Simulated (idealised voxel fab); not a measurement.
process module | voxel tone inversion
cross-section cut | 280 nm wide | cells 5 nm
A cross-section is a grid of square cells, given in bands from the top down. A band is one or more rows of cells.
Each band's line starts with the height of the band's top and of its bottom, in nm. Then come its materials from left to right, each with its width in nm. One material with "throughout" fills the band from edge to edge. "air" is empty space.
Height 0 is the level under which the wafer as received is all one material. The lowest band goes on downwards, as in "0 down".
A width such as "30 to 40" changes by the same amount from each row of cells to the next, from the band's top row to its bottom row.
"no change" after a step means that no cell of the cross-section changed.
closed voids: empty space of 8 cells or more with no open way to the top, each as width x height at its distance from the left edge, in nm
after a step's settings: what the simulator itself notes on the step
overlay nm, on a step with a mask: how far to the right of its planned place the mask lay; to the left if negative
plan
1 op RECEIVE | material Si
2 op CONFORMAL_DEP | material SiN | thk nm 10
3 op DIRECTIONAL_DEP | material aC | thk nm 20
4 op PATTERN | tone cover | mask id POSTS | material resist | width nm 20 | pitch nm 40 | thk nm 30 | overlay nm 0
5 op DIRECTIONAL_ETCH | etch materials aC | depth nm 20
6 op STRIP | etch materials resist
7 op FILL_DEP | material lowk | thk nm 5
8 op CMP | height nm 30
9 op STRIP | etch materials aC
10 op CONFORMAL_DEP | material TiN | thk nm 5
11 op FILL_DEP | material Ru | thk nm 5
12 op CMP | height nm 30
13 op CONFORMAL_DEP | material SiCN | thk nm 5
as received, after step 1
  0 down: Si throughout
  closed voids: none
a wafer at the end: this start, this plan, one mistake
  35 to 30: SiCN throughout
  30 to 25: lowk throughout
  25 to 10: lowk 90 | aC 20 | lowk 20 | aC 20 | lowk 20 | aC 20 | lowk 90
  10 to 0: SiN throughout
  0 down: Si throughout
  closed voids: none
what went wrong: step 3 ran as: op DIRECTIONAL_DEP | material aC | thk nm 15
